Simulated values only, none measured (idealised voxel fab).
The following process module bears the name voxel transistor to metal.
Section shown: cut. Width: 205 nm. Cell size: 5 nm, square.
The cross-sections in this document take the form of a grid made of square cells. They are written out as bands, in order from top to bottom. Each band consists of one or more rows of cells. Heads up on the band format: heights come first, top then bottom, in nm. After that it's the materials left to right, each with its width in nm. A single material flagged "throughout" fills the whole band edge to edge, and "empty" means there's empty space there. It should be noted that heights are counted from 0, beneath which the wafer as supplied is of one material throughout, and that the lowest band possesses no lower boundary but continues downward, as written in "z 0 and below". A width given as "30->40" starts at the first number in the band's top row and ends at the second number in its bottom row, shifting by an equal amount at every step from row to row. When a step is marked "remains unaltered", none of the cells in the cross-section changed during that step. Under "Non-vented voids" you'll find the enclosed gaps, the ones with no way out to the top, that are 8 cells or bigger; each reads width x height at distance, with distance counted from the left edge, everything in nm. Anything after a step's settings on that line? It's the simulator's own note about the step. overlay nm: for a step with a mask, the amount by which the mask lay right of where it was planned; a negative amount means left of it.
## Below is the list of planned process steps
1,RECEIVE,material Si
2,CONFORMAL_DEP,material SiO2,thk nm 5
3,CONFORMAL_DEP,material SiN,thk nm 15
4,MASKED_ETCH,tone cover,mask id ACTIVE,width nm 115,etch materials SiN,depth nm 15,overlay nm 0
5,MASKED_ETCH,tone cover,mask id ACTIVE,width nm 115,etch materials SiO2,depth nm 5,overlay nm 0
6,MASKED_ETCH,tone cover,mask id ACTIVE,width nm 115,etch materials Si,depth nm 30,overlay nm 0
7,OXIDIZE,depth nm 5
8,FILL_DEP,material SiO2,thk nm 15
9,CMP,height nm 20
10,SELECTIVE_ETCH,etch materials SiO2,depth nm 5
11,STRIP,etch materials SiN
12,SELECTIVE_ETCH,etch materials SiO2,depth nm 5
13,OXIDIZE,depth nm 5
14,DIRECTIONAL_DEP,material polySi,thk nm 30
15,DIRECTIONAL_DEP,material SiCN,thk nm 10
16,MASKED_ETCH,tone cover,mask id GATE,width nm 25,etch materials SiCN,depth nm 20,overlay nm 0
17,MASKED_ETCH,tone cover,mask id GATE,width nm 25,etch materials polySi,depth nm 40,overlay nm 0
18,CONFORMAL_DEP,material SiN,thk nm 10
19,DIRECTIONAL_ETCH,etch materials SiN,depth nm 10
20,DIRECTIONAL_ETCH,etch materials SiO2,depth nm 5
21,DIRECTIONAL_ETCH,etch materials Si,depth nm 5
22,EPI,material SiGe,thk nm 5
23,FILL_DEP,material SiO2,thk nm 5
24,CMP,height nm 40
25,DIRECTIONAL_DEP,material SiO2,thk nm 15
26,DIRECTIONAL_DEP,material aC,thk nm 10
27,PATTERN,tone open,mask id CONTACT,material resist,width nm 20,pitch nm 85,thk nm 30,overlay nm 0
28,DIRECTIONAL_ETCH,etch materials aC,depth nm 10
29,STRIP,etch materials resist
30,DIRECTIONAL_ETCH,etch materials SiO2,depth nm 60
31,STRIP,etch materials aC
32,CONFORMAL_DEP,material TiN,thk nm 5
33,FILL_DEP,material W,thk nm 5
34,CMP,height nm 55
35,DIRECTIONAL_DEP,material TiN,thk nm 5
36,DIRECTIONAL_DEP,material W,thk nm 25
37,MASKED_ETCH,tone cover,mask id METAL_1,width nm 20,pitch nm 85,etch materials W,depth nm 25,overlay nm 0
38,MASKED_ETCH,tone cover,mask id METAL_1,width nm 20,pitch nm 85,etch materials TiN,depth nm 5,overlay nm 0
39,FILL_DEP,material lowk,thk nm 10
40,CMP,height nm 85
41,CONFORMAL_DEP,material SiCN,thk nm 5
42,DIRECTIONAL_DEP,material SiO2,thk nm 25
43,DIRECTIONAL_DEP,material aC,thk nm 15
44,PATTERN,tone open,mask id METAL_2,material resist,width nm 20,pitch nm 85,thk nm 30,overlay nm 0
45,DIRECTIONAL_ETCH,etch materials aC,depth nm 15
46,STRIP,etch materials resist
47,DIRECTIONAL_ETCH,etch materials SiO2,depth nm 15
48,STRIP,etch materials aC
49,DIRECTIONAL_DEP,material aC,thk nm 15
50,PATTERN,tone open,mask id METAL_2_HOLES,material resist,width nm 15,pitch nm 85,thk nm 30,overlay nm 0
51,DIRECTIONAL_ETCH,etch materials aC,depth nm 15
52,STRIP,etch materials resist
53,DIRECTIONAL_ETCH,etch materials SiO2,depth nm 10
54,DIRECTIONAL_ETCH,etch materials SiCN,depth nm 5
55,STRIP,etch materials aC
56,CONFORMAL_DEP,material TiN,thk nm 5
57,FILL_DEP,material Ru,thk nm 10
58,CMP,height nm 115
59,CONFORMAL_DEP,material SiCN,thk nm 5
## Here's what the wafer looked like in cross-section when it arrived - that's after step 1
	z 0 and below  Si throughout
	Non-vented voids: none
## Sectioned view, first of two wafers, at the close of the module, processed as intended in the plan
	z 120 to 115  SiCN throughout
	z 115 to 105  SiO2=50, TiN=5, Ru=10, TiN=5, SiO2=65, TiN=5, Ru=10, TiN=5, SiO2=50
	z 105 to 100  SiO2=50, TiN=5, Ru=5, TiN=10, SiO2=65, TiN=5, Ru=5, TiN=10, SiO2=50
	z 100 to 90  SiO2=50, TiN=5, Ru=5, TiN=5, SiO2=70, TiN=5, Ru=5, TiN=5, SiO2=55
	z 90 to 85  SiCN=50, TiN=15, SiCN=70, TiN=15, SiCN=55
	z 85 to 60  lowk=50, W=20, lowk=65, W=20, lowk=50
	z 60 to 55  lowk=50, TiN=20, lowk=65, TiN=20, lowk=50
	z 55 to 40  SiO2=50, TiN=5, W=10, TiN=5, SiO2=65, TiN=5, W=10, TiN=5, SiO2=50
	z 40 to 30  SiO2=50, TiN=5, W=10, TiN=5, SiO2=10, SiN=10, SiCN=25, SiN=10, SiO2=10, TiN=5, W=10, TiN=5, SiO2=50
	z 30 to 10  SiO2=50, TiN=5, W=10, TiN=5, SiO2=10, SiN=10, polySi=25, SiN=10, SiO2=10, TiN=5, W=10, TiN=5, SiO2=50
	z 10 to 0  SiO2=40, SiN=10, TiN=5, W=10, TiN=5, SiO2=10, SiN=10, polySi=25, SiN=10, SiO2=10, TiN=5, W=10, TiN=5, SiN=10, SiO2=40
	z 0 to -5  SiO2=50, TiN=20, SiO2=5, SiGe=5, SiO2=45, SiGe=5, SiO2=5, TiN=20, SiO2=50
	z -5 to -10  SiO2=50, SiGe=30, Si=45, SiGe=30, SiO2=50
	z -10 to -35  SiO2=50, Si=105, SiO2=50
	z -35 and below  Si throughout
	Non-vented voids: none
## End of module, second wafer, cross-section. Started like the first, planned like the first, run with one mistake
	z 120 to 115  SiCN throughout
	z 115 to 105  SiO2=50, TiN=5, Ru=10, TiN=5, SiO2=65, TiN=5, Ru=10, TiN=5, SiO2=50
	z 105 to 100  SiO2=50, TiN=5, Ru=5, TiN=10, SiO2=65, TiN=5, Ru=5, TiN=10, SiO2=50
	z 100 to 90  SiO2=50, TiN=5, Ru=5, TiN=5, SiO2=70, TiN=5, Ru=5, TiN=5, SiO2=55
	z 90 to 85  SiCN=50, TiN=15, SiCN=70, TiN=15, SiCN=55
	z 85 to 75  lowk throughout
	z 75 to 60  lowk=50, W=20, lowk=65, W=20, lowk=50
	z 60 to 55  lowk=50, TiN=20, lowk=65, TiN=20, lowk=50
	z 55 to 40  SiO2=50, TiN=5, W=10, TiN=5, SiO2=65, TiN=5, W=10, TiN=5, SiO2=50
	z 40 to 30  SiO2=50, TiN=5, W=10, TiN=5, SiO2=10, SiN=10, SiCN=25, SiN=10, SiO2=10, TiN=5, W=10, TiN=5, SiO2=50
	z 30 to 10  SiO2=50, TiN=5, W=10, TiN=5, SiO2=10, SiN=10, polySi=25, SiN=10, SiO2=10, TiN=5, W=10, TiN=5, SiO2=50
	z 10 to 0  SiO2=40, SiN=10, TiN=5, W=10, TiN=5, SiO2=10, SiN=10, polySi=25, SiN=10, SiO2=10, TiN=5, W=10, TiN=5, SiN=10, SiO2=40
	z 0 to -5  SiO2=50, TiN=20, SiO2=5, SiGe=5, SiO2=45, SiGe=5, SiO2=5, TiN=20, SiO2=50
	z -5 to -10  SiO2=50, SiGe=30, Si=45, SiGe=30, SiO2=50
	z -10 to -35  SiO2=50, Si=105, SiO2=50
	z -35 and below  Si throughout
	Non-vented voids: none
Processing error: rather than as planned, step 36 actually ran as DIRECTIONAL_DEP,material W,thk nm 15
Per the end-of-run cell counts, the second wafer holds more or fewer of some materials than the first: -16 W, +16 lowk
